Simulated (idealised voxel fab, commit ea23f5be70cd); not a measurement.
The following process module bears the name voxel transistor to metal.
Cross-section cut spans 270 nm and uses square cells 5 nm in size.
Square cells in a grid make up a cross-section in this document, and the grid is given as bands, listed from the top down, each one or more rows of cells.
Read a band's entry like this: the first values are the height of its top and the height of its bottom in nm, and what follows is the sequence of materials from left to right, each with its width in nm. Note that "air" is empty space, and that a single material marked "full width" reaches across the band from edge to edge.
Height datum 0, below which the as-received substrate wafer is one material. Lowest band open at the bottom, running downward: "0 and below".
Width: "30 to 40" (first number = top row, second number = bottom row, same change from row to row of cells).
A step reported as "nothing altered" is a step in which no cell of the cross-section changed.
Closed empty spaces (no open way to the top) of 8 cells or more are what "Closed internal cavities" lists, each as width x height at distance from the left edge, nm for all three.
after a step's settings: what the simulator itself notes on the step
The "overlay nm" setting may appear on a step's line; for a step that uses a mask, it gives how far to the right of its planned position the mask lay, and a negative value indicates the left.
Reading guide: pairs of cross-sections, before and after one process step; after view cut off at lowest changed band; step and settings listed under each pair. Pairs may stem from different runs of this module on the same starting wafer; continuity with the pair above only where the "State before" entry states it.

State before:
    65 down to 60  air 20 nm / SiN 30 nm / air 40 nm / SiN 30 nm / air 30 nm / SiN 30 nm / air 40 nm / SiN 30 nm / air 20 nm
    60 down to 45  air 20 nm / SiN 5 nm / W 20 nm / SiN 5 nm / air 40 nm / SiN 5 nm / W 20 nm / SiN 5 nm / air 30 nm / SiN 5 nm / W 20 nm / SiN 5 nm / air 40 nm / SiN 5 nm / W 20 nm / SiN 5 nm / air 20 nm
    45 down to 40  SiN 25 nm / TiN 20 nm / SiN 50 nm / TiN 20 nm / SiN 40 nm / TiN 20 nm / SiN 50 nm / TiN 20 nm / SiN 25 nm
    40 down to 30  SiO2 20 nm / TiN 5 nm / Ru 20 nm / TiN 5 nm / SiO2 30 nm / TiN 5 to 10 nm / Ru 20 to 15 nm / TiN 5 nm / SiO2 40 nm / TiN 5 nm / Ru 20 nm / TiN 5 nm / SiO2 30 nm / TiN 5 to 10 nm / Ru 20 to 15 nm / TiN 5 nm / SiO2 30 nm
    30 down to 20  SiO2 20 nm / TiN 5 nm / Ru 20 nm / TiN 5 nm / SiO2 5 nm / SiN 5 nm / SiCN 20 nm / SiN 5 nm / TiN 5 nm / Ru 15 nm / TiN 5 nm / SiO2 40 nm / TiN 5 nm / Ru 20 nm / TiN 5 nm / SiO2 5 nm / SiN 5 nm / SiCN 20 nm / SiN 5 nm / TiN 5 nm / Ru 15 nm / TiN 5 nm / SiO2 30 nm
    20 down to 0  SiO2 20 nm / TiN 5 nm / Ru 20 nm / TiN 5 nm / SiO2 5 nm / SiN 5 nm / polySi 20 nm / SiN 5 nm / TiN 5 nm / Ru 15 nm / TiN 5 nm / SiO2 40 nm / TiN 5 nm / Ru 20 nm / TiN 5 nm / SiO2 5 nm / SiN 5 nm / polySi 20 nm / SiN 5 nm / TiN 5 nm / Ru 15 nm / TiN 5 nm / SiO2 30 nm
    0 down to -5  SiO2 10 nm / SiN 5 nm / SiO2 5 nm / TiN 30 nm / SiO2 5 nm / SiN 5 nm / polySi 20 nm / SiN 5 nm / TiN 25 nm / SiO2 15 nm / SiN 5 nm / SiO2 10 nm / SiN 5 nm / SiO2 5 nm / TiN 30 nm / SiO2 5 nm / SiN 5 nm / polySi 20 nm / SiN 5 nm / TiN 25 nm / SiO2 15 nm / SiN 5 nm / SiO2 10 nm
    -5 down to -10  SiO2 15 nm / SiGe 40 nm / SiO2 30 nm / SiGe 40 nm / SiO2 20 nm / SiGe 40 nm / SiO2 30 nm / SiGe 40 nm / SiO2 15 nm
    -10 down to -25  SiO2 15 nm / Si 110 nm / SiO2 20 nm / Si 110 nm / SiO2 15 nm
    -25 and below  Si full width
    Closed internal cavities: none

Resultant Cross-Section:
    70 down to 65  SiO2 full width
    65 down to 60  SiO2 20 nm / SiN 30 nm / SiO2 40 nm / SiN 30 nm / SiO2 30 nm / SiN 30 nm / SiO2 40 nm / SiN 30 nm / SiO2 20 nm
    60 down to 45  SiO2 20 nm / SiN 5 nm / W 20 nm / SiN 5 nm / SiO2 40 nm / SiN 5 nm / W 20 nm / SiN 5 nm / SiO2 30 nm / SiN 5 nm / W 20 nm / SiN 5 nm / SiO2 40 nm / SiN 5 nm / W 20 nm / SiN 5 nm / SiO2 20 nm
    Below 45, no change.
    Closed internal cavities: none
The step that takes the structure from the upper cross-section to the lower one is FILL_DEP, material SiO2, thk nm 5

State before: the after view from the pair directly above serves as the before view here.

Resultant Cross-Section:
    60 down to 45  SiO2 20 nm / SiN 5 nm / W 20 nm / SiN 5 nm / SiO2 40 nm / SiN 5 nm / W 20 nm / SiN 5 nm / SiO2 30 nm / SiN 5 nm / W 20 nm / SiN 5 nm / SiO2 40 nm / SiN 5 nm / W 20 nm / SiN 5 nm / SiO2 20 nm
    Below 45, no change.
    Closed internal cavities: none
The step that takes the structure from the upper cross-section to the lower one is CMP, height nm 60

State before: the after view from the pair directly above serves as the before view here.

Resultant Cross-Section:
    65 down to 60  SiN full width
    Below 60, no change.
    Closed internal cavities: none
The step that takes the structure from the upper cross-section to the lower one is CONFORMAL_DEP, material SiN, thk nm 5

State before:
    30 down to 20  SiO2 55 nm / SiN 5 nm / SiCN 20 nm / SiN 5 nm / SiO2 100 nm / SiN 5 nm / SiCN 20 nm / SiN 5 nm / SiO2 55 nm
    20 down to 0  SiO2 55 nm / SiN 5 nm / polySi 20 nm / SiN 5 nm / SiO2 100 nm / SiN 5 nm / polySi 20 nm / SiN 5 nm / SiO2 55 nm
    0 down to -5  SiO2 10 nm / SiN 5 nm / SiO2 40 nm / SiN 5 nm / polySi 20 nm / SiN 5 nm / SiO2 40 nm / SiN 5 nm / SiO2 10 nm / SiN 5 nm / SiO2 40 nm / SiN 5 nm / polySi 20 nm / SiN 5 nm / SiO2 40 nm / SiN 5 nm / SiO2 10 nm
    -5 down to -10  SiO2 15 nm / SiGe 40 nm / SiO2 30 nm / SiGe 40 nm / SiO2 20 nm / SiGe 40 nm / SiO2 30 nm / SiGe 40 nm / SiO2 15 nm
    -10 down to -25  SiO2 15 nm / Si 110 nm / SiO2 20 nm / Si 110 nm / SiO2 15 nm
    -25 and below  Si full width
    Closed internal cavities: none

Resultant Cross-Section:
    40 down to 30  SiN full width
    Below 30, no change.
    Closed internal cavities: none
The step that takes the structure from the upper cross-section to the lower one is DIRECTIONAL_DEP, material SiN, thk nm 10

State before: the after view from the pair directly above serves as the before view here.

Resultant Cross-Section:
    60 down to 40  resist 25 nm / air 30 nm / resist 30 nm / air 30 nm / resist 40 nm / air 30 nm / resist 30 nm / air 30 nm / resist 25 nm
    Below 40, no change.
    Closed internal cavities: none
The step that takes the structure from the upper cross-section to the lower one is PATTERN, tone open, mask id CONTACT, material resist, width nm 30, thk nm 20, overlay nm 0

State before: the after view from the pair directly above serves as the before view here.

Resultant Cross-Section:
    40 down to 30  SiN full width
    Below 30, no change.
    Closed internal cavities: none
The step that takes the structure from the upper cross-section to the lower one is STRIP, etch materials resist

State before: the after view from the pair directly above serves as the before view here.

Resultant Cross-Section:
    45 down to 40  TiN full width
    Below 40, no change.
    Closed internal cavities: none
The step that takes the structure from the upper cross-section to the lower one is CONFORMAL_DEP, material TiN, thk nm 5

State before: the after view from the pair directly above serves as the before view here.

Resultant Cross-Section:
    55 down to 45  Ru full width
    Below 45, no change.
    Closed internal cavities: none
The step that takes the structure from the upper cross-section to the lower one is FILL_DEP, material Ru, thk nm 10

State before: the after view from the pair directly above serves as the before view here.

Resultant Cross-Section:
    40 down to 30  SiN full width
    Below 30, no change.
    Closed internal cavities: none
The step that takes the structure from the upper cross-section to the lower one is CMP, height nm 40

State before: the after view from the pair directly above serves as the before view here.

Resultant Cross-Section:
    45 down to 40  TiN full width
    Below 40, no change.
    Closed internal cavities: none
The step that takes the structure from the upper cross-section to the lower one is DIRECTIONAL_DEP, material TiN, thk nm 5

State before: the after view from the pair directly above serves as the before view here.

Resultant Cross-Section:
    60 down to 45  W full width
    Below 45, no change.
    Closed internal cavities: none
The step that takes the structure from the upper cross-section to the lower one is DIRECTIONAL_DEP, material W, thk nm 15

State before: the after view from the pair directly above serves as the before view here.

Resultant Cross-Section:
    75 down to 60  air 25 nm / resist 20 nm / air 50 nm / resist 20 nm / air 40 nm / resist 20 nm / air 50 nm / resist 20 nm / air 25 nm
    Below 60, no change.
    Closed internal cavities: none
The step that takes the structure from the upper cross-section to the lower one is PATTERN, tone cover, mask id METAL_1, material resist, width nm 20, thk nm 15, overlay nm 0

State before: the after view from the pair directly above serves as the before view here.

Resultant Cross-Section:
    75 down to 60  air 25 nm / resist 20 nm / air 50 nm / resist 20 nm / air 40 nm / resist 20 nm / air 50 nm / resist 20 nm / air 25 nm
    60 down to 45  air 25 nm / W 20 nm / air 50 nm / W 20 nm / air 40 nm / W 20 nm / air 50 nm / W 20 nm / air 25 nm
    Below 45, no change.
    Closed internal cavities: none
The step that takes the structure from the upper cross-section to the lower one is DIRECTIONAL_ETCH, etch materials W, depth nm 15

State before: the after view from the pair directly above serves as the before view here.

Resultant Cross-Section:
    75 down to 60  air 25 nm / resist 20 nm / air 50 nm / resist 20 nm / air 40 nm / resist 20 nm / air 50 nm / resist 20 nm / air 25 nm
    60 down to 45  air 25 nm / W 20 nm / air 50 nm / W 20 nm / air 40 nm / W 20 nm / air 50 nm / W 20 nm / air 25 nm
    45 down to 40  air 25 nm / TiN 20 nm / air 50 nm / TiN 20 nm / air 40 nm / TiN 20 nm / air 50 nm / TiN 20 nm / air 25 nm
    Below 40, no change.
    Closed internal cavities: none
The step that takes the structure from the upper cross-section to the lower one is DIRECTIONAL_ETCH, etch materials TiN, depth nm 5

State before: the after view from the pair directly above serves as the before view here.

Resultant Cross-Section:
    60 down to 45  air 25 nm / W 20 nm / air 50 nm / W 20 nm / air 40 nm / W 20 nm / air 50 nm / W 20 nm / air 25 nm
    Below 45, no change.
    Closed internal cavities: none
The step that takes the structure from the upper cross-section to the lower one is STRIP, etch materials resist

State before: the after view from the pair directly above serves as the before view here.

Resultant Cross-Section:
    65 down to 60  air 20 nm / SiN 30 nm / air 40 nm / SiN 30 nm / air 30 nm / SiN 30 nm / air 40 nm / SiN 30 nm / air 20 nm
    60 down to 45  air 20 nm / SiN 5 nm / W 20 nm / SiN 5 nm / air 40 nm / SiN 5 nm / W 20 nm / SiN 5 nm / air 30 nm / SiN 5 nm / W 20 nm / SiN 5 nm / air 40 nm / SiN 5 nm / W 20 nm / SiN 5 nm / air 20 nm
    45 down to 40  SiN 25 nm / TiN 20 nm / SiN 50 nm / TiN 20 nm / SiN 40 nm / TiN 20 nm / SiN 50 nm / TiN 20 nm / SiN 25 nm
    Below 40, no change.
    Closed internal cavities: none
The step that takes the structure from the upper cross-section to the lower one is CONFORMAL_DEP, material SiN, thk nm 5

State before: the after view from the pair directly above serves as the before view here.

Resultant Cross-Section:
    70 down to 65  SiO2 full width
    65 down to 60  SiO2 20 nm / SiN 30 nm / SiO2 40 nm / SiN 30 nm / SiO2 30 nm / SiN 30 nm / SiO2 40 nm / SiN 30 nm / SiO2 20 nm
    60 down to 45  SiO2 20 nm / SiN 5 nm / W 20 nm / SiN 5 nm / SiO2 40 nm / SiN 5 nm / W 20 nm / SiN 5 nm / SiO2 30 nm / SiN 5 nm / W 20 nm / SiN 5 nm / SiO2 40 nm / SiN 5 nm / W 20 nm / SiN 5 nm / SiO2 20 nm
    Below 45, no change.
    Closed internal cavities: none
The step that takes the structure from the upper cross-section to the lower one is FILL_DEP, material SiO2, thk nm 5

State before: the after view from the pair directly above serves as the before view here.

Resultant Cross-Section:
    60 down to 45  SiO2 20 nm / SiN 5 nm / W 20 nm / SiN 5 nm / SiO2 40 nm / SiN 5 nm / W 20 nm / SiN 5 nm / SiO2 30 nm / SiN 5 nm / W 20 nm / SiN 5 nm / SiO2 40 nm / SiN 5 nm / W 20 nm / SiN 5 nm / SiO2 20 nm
    Below 45, no change.
    Closed internal cavities: none
The step that takes the structure from the upper cross-section to the lower one is CMP, height nm 60

State before: the after view from the pair directly above serves as the before view here.

Resultant Cross-Section:
    65 down to 60  SiN full width
    Below 60, no change.
    Closed internal cavities: none
The step that takes the structure from the upper cross-section to the lower one is CONFORMAL_DEP, material SiN, thk nm 5

State before:
    35 down to 30  SiCN 10 nm / air 120 nm / SiCN 10 nm / air 120 nm / SiCN 10 nm
    30 down to 25  SiCN full width
    25 down to 20  polySi 10 nm / SiCN 120 nm / polySi 10 nm / SiCN 120 nm / polySi 10 nm
    20 down to 0  polySi full width
    0 down to -5  SiO2 10 nm / polySi 120 nm / SiO2 10 nm / polySi 120 nm / SiO2 10 nm
    -5 down to -10  SiO2 full width
    -10 down to -25  SiO2 15 nm / Si 110 nm / SiO2 20 nm / Si 110 nm / SiO2 15 nm
    -25 and below  Si full width
    Closed internal cavities: none

Resultant Cross-Section:
    55 down to 35  resist 60 nm / air 20 nm / resist 110 nm / air 20 nm / resist 60 nm
    35 down to 30  SiCN 10 nm / resist 50 nm / air 20 nm / resist 50 nm / SiCN 10 nm / resist 50 nm / air 20 nm / resist 50 nm / SiCN 10 nm
    Below 30, no change.
    Closed internal cavities: none
The step that takes the structure from the upper cross-section to the lower one is PATTERN, tone open, mask id GATE, material resist, width nm 20, pitch nm 130, thk nm 20, overlay nm 0

State before: the after view from the pair directly above serves as the before view here.

Resultant Cross-Section:
    55 down to 35  resist 60 nm / air 20 nm / resist 110 nm / air 20 nm / resist 60 nm
    35 down to 30  SiCN 10 nm / resist 50 nm / air 20 nm / resist 50 nm / SiCN 10 nm / resist 50 nm / air 20 nm / resist 50 nm / SiCN 10 nm
    30 down to 25  SiCN 60 nm / air 20 nm / SiCN 110 nm / air 20 nm / SiCN 60 nm
    25 down to 20  polySi 10 nm / SiCN 50 nm / air 20 nm / SiCN 50 nm / polySi 10 nm / SiCN 50 nm / air 20 nm / SiCN 50 nm / polySi 10 nm
    Below 20, no change.
    Closed internal cavities: none
The step that takes the structure from the upper cross-section to the lower one is DIRECTIONAL_ETCH, etch materials SiCN, depth nm 20

State before: the after view from the pair directly above serves as the before view here.

Resultant Cross-Section:
    55 down to 35  resist 60 nm / air 20 nm / resist 110 nm / air 20 nm / resist 60 nm
    35 down to 30  SiCN 10 nm / resist 50 nm / air 20 nm / resist 50 nm / SiCN 10 nm / resist 50 nm / air 20 nm / resist 50 nm / SiCN 10 nm
    30 down to 25  SiCN 60 nm / air 20 nm / SiCN 110 nm / air 20 nm / SiCN 60 nm
    25 down to 20  polySi 10 nm / SiCN 50 nm / air 20 nm / SiCN 50 nm / polySi 10 nm / SiCN 50 nm / air 20 nm / SiCN 50 nm / polySi 10 nm
    20 down to 0  polySi 60 nm / air 20 nm / polySi 110 nm / air 20 nm / polySi 60 nm
    0 down to -5  SiO2 10 nm / polySi 50 nm / air 20 nm / polySi 50 nm / SiO2 10 nm / polySi 50 nm / air 20 nm / polySi 50 nm / SiO2 10 nm
    Below -5, no change.
    Closed internal cavities: none
The step that takes the structure from the upper cross-section to the lower one is DIRECTIONAL_ETCH, etch materials polySi, depth nm 35

State before: the after view from the pair directly above serves as the before view here.

Resultant Cross-Section:
    35 down to 25  SiCN 10 to 60 nm / air 120 to 20 nm / SiCN 10 to 110 nm / air 120 to 20 nm / SiCN 10 to 60 nm
    Below 25, no change.
    Closed internal cavities: none
The step that takes the structure from the upper cross-section to the lower one is STRIP, etch materials resist

State before: the after view from the pair directly above serves as the before view here.

Resultant Cross-Section:
    40 down to 35  SiN 15 nm / air 110 nm / SiN 20 nm / air 110 nm / SiN 15 nm
    35 down to 25  SiCN 10 to 60 nm / SiN 55 to 5 nm / air 10 nm / SiN 55 to 5 nm / SiCN 10 to 110 nm / SiN 55 to 5 nm / air 10 nm / SiN 55 to 5 nm / SiCN 10 to 60 nm
    25 down to 20  polySi 10 nm / SiCN 50 nm / SiN 5 nm / air 10 nm / SiN 5 nm / SiCN 50 nm / polySi 10 nm / SiCN 50 nm / SiN 5 nm / air 10 nm / SiN 5 nm / SiCN 50 nm / polySi 10 nm
    20 down to 0  polySi 60 nm / SiN 5 nm / air 10 nm / SiN 5 nm / polySi 110 nm / SiN 5 nm / air 10 nm / SiN 5 nm / polySi 60 nm
    0 down to -5  SiO2 10 nm / polySi 50 nm / SiN 20 nm / polySi 50 nm / SiO2 10 nm / polySi 50 nm / SiN 20 nm / polySi 50 nm / SiO2 10 nm
    Below -5, no change.
    Closed internal cavities: none
The step that takes the structure from the upper cross-section to the lower one is CONFORMAL_DEP, material SiN, thk nm 5

State before: the after view from the pair directly above serves as the before view here.

Resultant Cross-Section:
    35 down to 25  SiCN 10 to 60 nm / SiN 5 nm / air 110 to 10 nm / SiN 5 nm / SiCN 10 to 110 nm / SiN 5 nm / air 110 to 10 nm / SiN 5 nm / SiCN 10 to 60 nm
    25 down to 20  polySi 10 nm / SiCN 50 nm / SiN 5 nm / air 10 nm / SiN 5 nm / SiCN 50 nm / polySi 10 nm / SiCN 50 nm / SiN 5 nm / air 10 nm / SiN 5 nm / SiCN 50 nm / polySi 10 nm
    20 down to 0  polySi 60 nm / SiN 5 nm / air 10 nm / SiN 5 nm / polySi 110 nm / SiN 5 nm / air 10 nm / SiN 5 nm / polySi 60 nm
    0 down to -5  SiO2 10 nm / polySi 50 nm / SiN 5 nm / air 10 nm / SiN 5 nm / polySi 50 nm / SiO2 10 nm / polySi 50 nm / SiN 5 nm / air 10 nm / SiN 5 nm / polySi 50 nm / SiO2 10 nm
    Below -5, no change.
    Closed internal cavities: none
The step that takes the structure from the upper cross-section to the lower one is DIRECTIONAL_ETCH, etch materials SiN, depth nm 5

State before: the after view from the pair directly above serves as the before view here.

Resultant Cross-Section:
    35 down to 25  SiCN 10 to 60 nm / SiN 5 nm / air 110 to 10 nm / SiN 5 nm / SiCN 10 to 110 nm / SiN 5 nm / air 110 to 10 nm / SiN 5 nm / SiCN 10 to 60 nm
    25 down to 20  polySi 10 nm / SiCN 50 nm / SiN 5 nm / air 10 nm / SiN 5 nm / SiCN 50 nm / polySi 10 nm / SiCN 50 nm / SiN 5 nm / air 10 nm / SiN 5 nm / SiCN 50 nm / polySi 10 nm
    20 down to 0  polySi 60 nm / SiN 5 nm / air 10 nm / SiN 5 nm / polySi 110 nm / SiN 5 nm / air 10 nm / SiN 5 nm / polySi 60 nm
    0 down to -5  SiO2 10 nm / polySi 50 nm / SiN 5 nm / air 10 nm / SiN 5 nm / polySi 50 nm / SiO2 10 nm / polySi 50 nm / SiN 5 nm / air 10 nm / SiN 5 nm / polySi 50 nm / SiO2 10 nm
    -5 down to -10  SiO2 65 nm / air 10 nm / SiO2 120 nm / air 10 nm / SiO2 65 nm
    Below -10, no change.
    Closed internal cavities: none
The step that takes the structure from the upper cross-section to the lower one is DIRECTIONAL_ETCH, etch materials SiO2, depth nm 5

State before: the after view from the pair directly above serves as the before view here.

Resultant Cross-Section:
    35 down to 25  SiCN 10 to 60 nm / SiN 5 nm / air 110 to 10 nm / SiN 5 nm / SiCN 10 to 110 nm / SiN 5 nm / air 110 to 10 nm / SiN 5 nm / SiCN 10 to 60 nm
    25 down to 20  polySi 10 nm / SiCN 50 nm / SiN 5 nm / air 10 nm / SiN 5 nm / SiCN 50 nm / polySi 10 nm / SiCN 50 nm / SiN 5 nm / air 10 nm / SiN 5 nm / SiCN 50 nm / polySi 10 nm
    20 down to 0  polySi 60 nm / SiN 5 nm / air 10 nm / SiN 5 nm / polySi 110 nm / SiN 5 nm / air 10 nm / SiN 5 nm / polySi 60 nm
    0 down to -5  SiO2 10 nm / polySi 50 nm / SiN 5 nm / air 10 nm / SiN 5 nm / polySi 50 nm / SiO2 10 nm / polySi 50 nm / SiN 5 nm / air 10 nm / SiN 5 nm / polySi 50 nm / SiO2 10 nm
    -5 down to -10  SiO2 65 nm / SiGe 10 nm / SiO2 120 nm / SiGe 10 nm / SiO2 65 nm
    Below -10, no change.
    Closed internal cavities: none
The step that takes the structure from the upper cross-section to the lower one is EPI, material SiGe, thk nm 5

State before: the after view from the pair directly above serves as the before view here.

Resultant Cross-Section:
    45 down to 35  SiO2 full width
    35 down to 25  SiCN 10 to 60 nm / SiN 5 nm / SiO2 110 to 10 nm / SiN 5 nm / SiCN 10 to 110 nm / SiN 5 nm / SiO2 110 to 10 nm / SiN 5 nm / SiCN 10 to 60 nm
    25 down to 20  polySi 10 nm / SiCN 50 nm / SiN 5 nm / SiO2 10 nm / SiN 5 nm / SiCN 50 nm / polySi 10 nm / SiCN 50 nm / SiN 5 nm / SiO2 10 nm / SiN 5 nm / SiCN 50 nm / polySi 10 nm
    20 down to 0  polySi 60 nm / SiN 5 nm / SiO2 10 nm / SiN 5 nm / polySi 110 nm / SiN 5 nm / SiO2 10 nm / SiN 5 nm / polySi 60 nm
    0 down to -5  SiO2 10 nm / polySi 50 nm / SiN 5 nm / SiO2 10 nm / SiN 5 nm / polySi 50 nm / SiO2 10 nm / polySi 50 nm / SiN 5 nm / SiO2 10 nm / SiN 5 nm / polySi 50 nm / SiO2 10 nm
    Below -5, no change.
    Closed internal cavities: none
The step that takes the structure from the upper cross-section to the lower one is FILL_DEP, material SiO2, thk nm 10

State before: the after view from the pair directly above serves as the before view here.

Resultant Cross-Section:
    30 down to 25  SiCN 60 nm / SiN 5 nm / SiO2 10 nm / SiN 5 nm / SiCN 110 nm / SiN 5 nm / SiO2 10 nm / SiN 5 nm / SiCN 60 nm
    Below 25, no change.
    Closed internal cavities: none
The step that takes the structure from the upper cross-section to the lower one is CMP, height nm 30

State before: the after view from the pair directly above serves as the before view here.

Resultant Cross-Section:
    40 down to 30  SiO2 full width
    Below 30, no change.
    Closed internal cavities: none
The step that takes the structure from the upper cross-section to the lower one is DIRECTIONAL_DEP, material SiO2, thk nm 10

State before: the after view from the pair directly above serves as the before view here.

Resultant Cross-Section:
    60 down to 40  resist 25 nm / air 30 nm / resist 30 nm / air 30 nm / resist 40 nm / air 30 nm / resist 30 nm / air 30 nm / resist 25 nm
    Below 40, no change.
    Closed internal cavities: none
The step that takes the structure from the upper cross-section to the lower one is PATTERN, tone open, mask id CONTACT, material resist, width nm 30, thk nm 20, overlay nm 0

State before: the after view from the pair directly above serves as the before view here.

Resultant Cross-Section:
    60 down to 40  resist 25 nm / air 30 nm / resist 30 nm / air 30 nm / resist 40 nm / air 30 nm / resist 30 nm / air 30 nm / resist 25 nm
    40 down to 30  SiO2 25 nm / air 30 nm / SiO2 30 nm / air 30 nm / SiO2 40 nm / air 30 nm / SiO2 30 nm / air 30 nm / SiO2 25 nm
    Below 30, no change.
    Closed internal cavities: none
The step that takes the structure from the upper cross-section to the lower one is DIRECTIONAL_ETCH, etch materials SiO2, depth nm 45

State before: the after view from the pair directly above serves as the before view here.

Resultant Cross-Section:
    40 down to 30  SiO2 25 nm / air 30 nm / SiO2 30 nm / air 30 nm / SiO2 40 nm / air 30 nm / SiO2 30 nm / air 30 nm / SiO2 25 nm
    Below 30, no change.
    Closed internal cavities: none
The step that takes the structure from the upper cross-section to the lower one is STRIP, etch materials resist

State before: the after view from the pair directly above serves as the before view here.

Resultant Cross-Section:
    45 down to 40  TiN 30 nm / air 20 nm / TiN 40 nm / air 20 nm / TiN 50 nm / air 20 nm / TiN 40 nm / air 20 nm / TiN 30 nm
    40 down to 35  SiO2 25 nm / TiN 5 nm / air 20 nm / TiN 5 nm / SiO2 30 nm / TiN 5 nm / air 20 nm / TiN 5 nm / SiO2 40 nm / TiN 5 nm / air 20 nm / TiN 5 nm / SiO2 30 nm / TiN 5 nm / air 20 nm / TiN 5 nm / SiO2 25 nm
    35 down to 30  SiO2 25 nm / TiN 30 nm / SiO2 30 nm / TiN 30 nm / SiO2 40 nm / TiN 30 nm / SiO2 30 nm / TiN 30 nm / SiO2 25 nm
    Below 30, no change.
    Closed internal cavities: none
The step that takes the structure from the upper cross-section to the lower one is CONFORMAL_DEP, material TiN, thk nm 5

State before: the after view from the pair directly above serves as the before view here.

Resultant Cross-Section:
    55 down to 45  Ru full width
    45 down to 40  TiN 30 nm / Ru 20 nm / TiN 40 nm / Ru 20 nm / TiN 50 nm / Ru 20 nm / TiN 40 nm / Ru 20 nm / TiN 30 nm
    40 down to 35  SiO2 25 nm / TiN 5 nm / Ru 20 nm / TiN 5 nm / SiO2 30 nm / TiN 5 nm / Ru 20 nm / TiN 5 nm / SiO2 40 nm / TiN 5 nm / Ru 20 nm / TiN 5 nm / SiO2 30 nm / TiN 5 nm / Ru 20 nm / TiN 5 nm / SiO2 25 nm
    Below 35, no change.
    Closed internal cavities: none
The step that takes the structure from the upper cross-section to the lower one is FILL_DEP, material Ru, thk nm 10

State before: the after view from the pair directly above serves as the before view here.

Resultant Cross-Section:
    40 down to 35  SiO2 25 nm / TiN 5 nm / Ru 20 nm / TiN 5 nm / SiO2 30 nm / TiN 5 nm / Ru 20 nm / TiN 5 nm / SiO2 40 nm / TiN 5 nm / Ru 20 nm / TiN 5 nm / SiO2 30 nm / TiN 5 nm / Ru 20 nm / TiN 5 nm / SiO2 25 nm
    Below 35, no change.
    Closed internal cavities: none
The step that takes the structure from the upper cross-section to the lower one is CMP, height nm 40

State before: the after view from the pair directly above serves as the before view here.

Resultant Cross-Section:
    45 down to 40  TiN full width
    Below 40, no change.
    Closed internal cavities: none
The step that takes the structure from the upper cross-section to the lower one is DIRECTIONAL_DEP, material TiN, thk nm 5

State before: the after view from the pair directly above serves as the before view here.

Resultant Cross-Section:
    60 down to 45  W full width
    Below 45, no change.
    Closed internal cavities: none
The step that takes the structure from the upper cross-section to the lower one is DIRECTIONAL_DEP, material W, thk nm 15

State before: the after view from the pair directly above serves as the before view here.

Resultant Cross-Section:
    75 down to 60  air 25 nm / resist 20 nm / air 50 nm / resist 20 nm / air 40 nm / resist 20 nm / air 50 nm / resist 20 nm / air 25 nm
    Below 60, no change.
    Closed internal cavities: none
The step that takes the structure from the upper cross-section to the lower one is PATTERN, tone cover, mask id METAL_1, material resist, width nm 20, thk nm 15, overlay nm 0

State before: the after view from the pair directly above serves as the before view here.

Resultant Cross-Section:
    75 down to 60  air 25 nm / resist 20 nm / air 50 nm / resist 20 nm / air 40 nm / resist 20 nm / air 50 nm / resist 20 nm / air 25 nm
    60 down to 45  air 25 nm / W 20 nm / air 50 nm / W 20 nm / air 40 nm / W 20 nm / air 50 nm / W 20 nm / air 25 nm
    Below 45, no change.
    Closed internal cavities: none
The step that takes the structure from the upper cross-section to the lower one is DIRECTIONAL_ETCH, etch materials W, depth nm 15

State before: the after view from the pair directly above serves as the before view here.

Resultant Cross-Section:
    75 down to 60  air 25 nm / resist 20 nm / air 50 nm / resist 20 nm / air 40 nm / resist 20 nm / air 50 nm / resist 20 nm / air 25 nm
    60 down to 45  air 25 nm / W 20 nm / air 50 nm / W 20 nm / air 40 nm / W 20 nm / air 50 nm / W 20 nm / air 25 nm
    45 down to 40  air 25 nm / TiN 20 nm / air 50 nm / TiN 20 nm / air 40 nm / TiN 20 nm / air 50 nm / TiN 20 nm / air 25 nm
    Below 40, no change.
    Closed internal cavities: none
The step that takes the structure from the upper cross-section to the lower one is DIRECTIONAL_ETCH, etch materials TiN, depth nm 5

State before: the after view from the pair directly above serves as the before view here.

Resultant Cross-Section:
    60 down to 45  air 25 nm / W 20 nm / air 50 nm / W 20 nm / air 40 nm / W 20 nm / air 50 nm / W 20 nm / air 25 nm
    Below 45, no change.
    Closed internal cavities: none
The step that takes the structure from the upper cross-section to the lower one is STRIP, etch materials resist

State before: the after view from the pair directly above serves as the before view here.

Resultant Cross-Section:
    65 down to 60  air 20 nm / SiN 30 nm / air 40 nm / SiN 30 nm / air 30 nm / SiN 30 nm / air 40 nm / SiN 30 nm / air 20 nm
    60 down to 45  air 20 nm / SiN 5 nm / W 20 nm / SiN 5 nm / air 40 nm / SiN 5 nm / W 20 nm / SiN 5 nm / air 30 nm / SiN 5 nm / W 20 nm / SiN 5 nm / air 40 nm / SiN 5 nm / W 20 nm / SiN 5 nm / air 20 nm
    45 down to 40  SiN 25 nm / TiN 20 nm / SiN 50 nm / TiN 20 nm / SiN 40 nm / TiN 20 nm / SiN 50 nm / TiN 20 nm / SiN 25 nm
    Below 40, no change.
    Closed internal cavities: none
The step that takes the structure from the upper cross-section to the lower one is CONFORMAL_DEP, material SiN, thk nm 5

State before: the after view from the pair directly above serves as the before view here.

Resultant Cross-Section:
    70 down to 65  SiO2 full width
    65 down to 60  SiO2 20 nm / SiN 30 nm / SiO2 40 nm / SiN 30 nm / SiO2 30 nm / SiN 30 nm / SiO2 40 nm / SiN 30 nm / SiO2 20 nm
    60 down to 45  SiO2 20 nm / SiN 5 nm / W 20 nm / SiN 5 nm / SiO2 40 nm / SiN 5 nm / W 20 nm / SiN 5 nm / SiO2 30 nm / SiN 5 nm / W 20 nm / SiN 5 nm / SiO2 40 nm / SiN 5 nm / W 20 nm / SiN 5 nm / SiO2 20 nm
    Below 45, no change.
    Closed internal cavities: none
The step that takes the structure from the upper cross-section to the lower one is FILL_DEP, material SiO2, thk nm 5

State before: the after view from the pair directly above serves as the before view here.

Resultant Cross-Section:
    60 down to 45  SiO2 20 nm / SiN 5 nm / W 20 nm / SiN 5 nm / SiO2 40 nm / SiN 5 nm / W 20 nm / SiN 5 nm / SiO2 30 nm / SiN 5 nm / W 20 nm / SiN 5 nm / SiO2 40 nm / SiN 5 nm / W 20 nm / SiN 5 nm / SiO2 20 nm
    Below 45, no change.
    Closed internal cavities: none
The step that takes the structure from the upper cross-section to the lower one is CMP, height nm 60

State before: the after view from the pair directly above serves as the before view here.

Resultant Cross-Section:
    65 down to 60  SiN full width
    Below 60, no change.
    Closed internal cavities: none
The step that takes the structure from the upper cross-section to the lower one is CONFORMAL_DEP, material SiN, thk nm 5
